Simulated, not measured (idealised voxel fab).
Documented hereafter: the process module known as voxel transistor to metal.
Shown is cross-section cut, with a width of 160 nm and square cells of size 5 nm.
We lay out every cross-section as a grid of square cells and spell it out in bands from the top down, where one band means one or more rows of cells. It is stipulated that each band's entry specify, in nanometres, the height of the top of the band and then that of its bottom, followed by the materials of the band in left-to-right sequence, each together with its width in nanometres. A single material marked by the word "edge to edge" is understood to fill the band from edge to edge; the word "blank" is understood to denote empty space. A quick word on heights: they are counted from 0, and under that level the wafer as it came to us is one material throughout. The lowest band is different from the rest in having no bottom; it simply continues downward, written as in "0 down". A two-number width, for instance "30->40", indicates that the width is equal to the first number in the top row of the band and to the second number in the bottom row, and that it changes by a constant amount per row of cells. It should be understood that the words "nothing got changed", when stated for a given step, signify that the cross-section underwent no change in any of its cells during that step. "Catalogued sealed voids" specifies each empty space that is not open to the top and that occupies no fewer than 8 cells, using the form width x height at distance, the distance measured from the left edge and all three quantities in nm. after a step's settings: what the simulator itself notes on the step. overlay nm: step with mask; distance mask lay right of planned place; negative value = left of planned place.

## Process steps (planned)
step 1: RECEIVE, material Si
step 2: OXIDIZE, depth nm 5
step 3: CONFORMAL_DEP, material SiN, thk nm 10
step 4: PATTERN, tone cover, mask id ACTIVE, material resist, width nm 100, thk nm 20, overlay nm 0
step 5: DIRECTIONAL_ETCH, etch materials SiN, depth nm 10
step 6: DIRECTIONAL_ETCH, etch materials SiO2, depth nm 5
step 7: DIRECTIONAL_ETCH, etch materials Si, depth nm 30
step 8: STRIP, etch materials resist
step 9: OXIDIZE, depth nm 5
step 10: FILL_DEP, material SiO2, thk nm 5
step 11: CMP, height nm 10
step 12: SELECTIVE_ETCH, etch materials SiO2, depth nm 5
step 13: STRIP, etch materials SiN
step 14: SELECTIVE_ETCH, etch materials SiO2, depth nm 5
step 15: OXIDIZE, depth nm 5
step 16: DIRECTIONAL_DEP, material polySi, thk nm 25
step 17: DIRECTIONAL_DEP, material SiCN, thk nm 15
step 18: MASKED_ETCH, tone cover, mask id GATE, width nm 20, etch materials SiCN, depth nm 25, overlay nm 0
step 19: MASKED_ETCH, tone cover, mask id GATE, width nm 20, etch materials polySi, depth nm 35, overlay nm 0
step 20: CONFORMAL_DEP, material SiN, thk nm 5
step 21: DIRECTIONAL_ETCH, etch materials SiN, depth nm 5
step 22: DIRECTIONAL_ETCH, etch materials SiO2, depth nm 5
step 23: EPI, material nSi, thk nm 5
step 24: FILL_DEP, material SiO2, thk nm 5
step 25: CMP, height nm 35
step 26: DIRECTIONAL_DEP, material SiO2, thk nm 15
step 27: PATTERN, tone open, mask id CONTACT, material resist, width nm 20, pitch nm 70, thk nm 20, overlay nm 0
step 28: DIRECTIONAL_ETCH, etch materials SiO2, depth nm 55
step 29: STRIP, etch materials resist
step 30: CONFORMAL_DEP, material TiN, thk nm 5
step 31: FILL_DEP, material W, thk nm 10
step 32: CMP, height nm 50
step 33: CONFORMAL_DEP, material SiN, thk nm 5
step 34: DIRECTIONAL_DEP, material lowk, thk nm 20
step 35: PATTERN, tone open, mask id METAL_1, material resist, width nm 20, pitch nm 70, thk nm 15, overlay nm 0
step 36: DIRECTIONAL_ETCH, etch materials lowk, depth nm 20
step 37: DIRECTIONAL_ETCH, etch materials SiN, depth nm 5
step 38: STRIP, etch materials resist
step 39: CONFORMAL_DEP, material TiN, thk nm 5
step 40: FILL_DEP, material Ru, thk nm 10
step 41: CMP, height nm 75
step 42: CONFORMAL_DEP, material SiCN, thk nm 5
step 43: DIRECTIONAL_DEP, material lowk, thk nm 25
step 44: DIRECTIONAL_DEP, material aC, thk nm 15
step 45: PATTERN, tone open, mask id METAL_2_HOLES, material resist, width nm 15, pitch nm 70, thk nm 35, overlay nm 0
step 46: DIRECTIONAL_ETCH, etch materials aC, depth nm 15
step 47: STRIP, etch materials resist
step 48: DIRECTIONAL_ETCH, etch materials lowk, depth nm 25
step 49: STRIP, etch materials aC
step 50: PATTERN, tone open, mask id METAL_2, material resist, width nm 20, pitch nm 70, thk nm 15, overlay nm 0
step 51: DIRECTIONAL_ETCH, etch materials lowk, depth nm 15
step 52: DIRECTIONAL_ETCH, etch materials SiCN, depth nm 5
step 53: STRIP, etch materials resist
step 54: CONFORMAL_DEP, material TiN, thk nm 5
step 55: FILL_DEP, material Cu, thk nm 10
step 56: CMP, height nm 105
step 57: CONFORMAL_DEP, material SiCN, thk nm 5

## Wafer cross-section on receipt, i.e. after step 1
	0 down  Si edge to edge
	Catalogued sealed voids: none

## Looking at the first of two wafers in cross-section at end of module - ran to plan
	110 to 105  SiCN edge to edge
	105 to 95  lowk: 35, TiN: 5, Cu: 10, TiN: 5, lowk: 50, TiN: 5, Cu: 10, TiN: 5, lowk: 35
	95 to 90  lowk: 35, TiN: 5, Cu: 5, TiN: 10, lowk: 50, TiN: 5, Cu: 5, TiN: 10, lowk: 35
	90 to 80  lowk: 35, TiN: 5, Cu: 5, TiN: 5, lowk: 55, TiN: 5, Cu: 5, TiN: 5, lowk: 40
	80 to 75  SiCN: 35, TiN: 15, SiCN: 55, TiN: 15, SiCN: 40
	75 to 55  lowk: 35, TiN: 5, Ru: 10, TiN: 5, lowk: 50, TiN: 5, Ru: 10, TiN: 5, lowk: 35
	55 to 50  SiN: 35, TiN: 20, SiN: 50, TiN: 20, SiN: 35
	50 to 35  SiO2: 35, TiN: 5, W: 10, TiN: 5, SiO2: 50, TiN: 5, W: 10, TiN: 5, SiO2: 35
	35 to 20  SiO2: 35, TiN: 5, W: 10, TiN: 5, SiO2: 10, SiN: 5, SiCN: 20, SiN: 5, SiO2: 10, TiN: 5, W: 10, TiN: 5, SiO2: 35
	20 to 0  SiO2: 35, TiN: 5, W: 10, TiN: 5, SiO2: 10, SiN: 5, polySi: 20, SiN: 5, SiO2: 10, TiN: 5, W: 10, TiN: 5, SiO2: 35
	0 to -5  SiO2: 25, SiN: 5, SiO2: 5, TiN: 20, SiO2: 10, SiN: 5, polySi: 20, SiN: 5, SiO2: 10, TiN: 20, SiO2: 5, SiN: 5, SiO2: 25
	-5 to -10  SiO2: 30, nSi: 35, SiO2: 30, nSi: 35, SiO2: 30
	-10 to -40  SiO2: 35, Si: 90, SiO2: 35
	-40 down  Si edge to edge
	Catalogued sealed voids: none

## Second wafer cross-section at end of module - shared start and plan with the first, one mistake in the run
	110 to 105  SiCN edge to edge
	105 to 95  lowk: 35, TiN: 5, Cu: 15, TiN: 5, lowk: 45, TiN: 5, Cu: 15, TiN: 5, lowk: 30
	95 to 90  lowk: 35, TiN: 5, Cu: 5, TiN: 15, lowk: 45, TiN: 5, Cu: 5, TiN: 15, lowk: 30
	90 to 80  lowk: 35, TiN: 5, Cu: 5, TiN: 5, lowk: 55, TiN: 5, Cu: 5, TiN: 5, lowk: 40
	80 to 75  SiCN: 35, TiN: 15, SiCN: 55, TiN: 15, SiCN: 40
	75 to 55  lowk: 35, TiN: 5, Ru: 10, TiN: 5, lowk: 50, TiN: 5, Ru: 10, TiN: 5, lowk: 35
	55 to 50  SiN: 35, TiN: 20, SiN: 50, TiN: 20, SiN: 35
	50 to 35  SiO2: 35, TiN: 5, W: 10, TiN: 5, SiO2: 50, TiN: 5, W: 10, TiN: 5, SiO2: 35
	35 to 20  SiO2: 35, TiN: 5, W: 10, TiN: 5, SiO2: 10, SiN: 5, SiCN: 20, SiN: 5, SiO2: 10, TiN: 5, W: 10, TiN: 5, SiO2: 35
	20 to 0  SiO2: 35, TiN: 5, W: 10, TiN: 5, SiO2: 10, SiN: 5, polySi: 20, SiN: 5, SiO2: 10, TiN: 5, W: 10, TiN: 5, SiO2: 35
	0 to -5  SiO2: 25, SiN: 5, SiO2: 5, TiN: 20, SiO2: 10, SiN: 5, polySi: 20, SiN: 5, SiO2: 10, TiN: 20, SiO2: 5, SiN: 5, SiO2: 25
	-5 to -10  SiO2: 30, nSi: 35, SiO2: 30, nSi: 35, SiO2: 30
	-10 to -40  SiO2: 35, Si: 90, SiO2: 35
	-40 down  Si edge to edge
	Catalogued sealed voids: none
Short version of what went wrong: step 50 was processed under conditions differing from the plan, specifically as PATTERN, tone open, mask id METAL_2, material resist, width nm 25, pitch nm 70, thk nm 15, overlay nm 0
Final tally in cells, some materials are higher or lower on the second wafer than on the first: Cu: 4 more | TiN: 2 more | lowk: 6 fewer
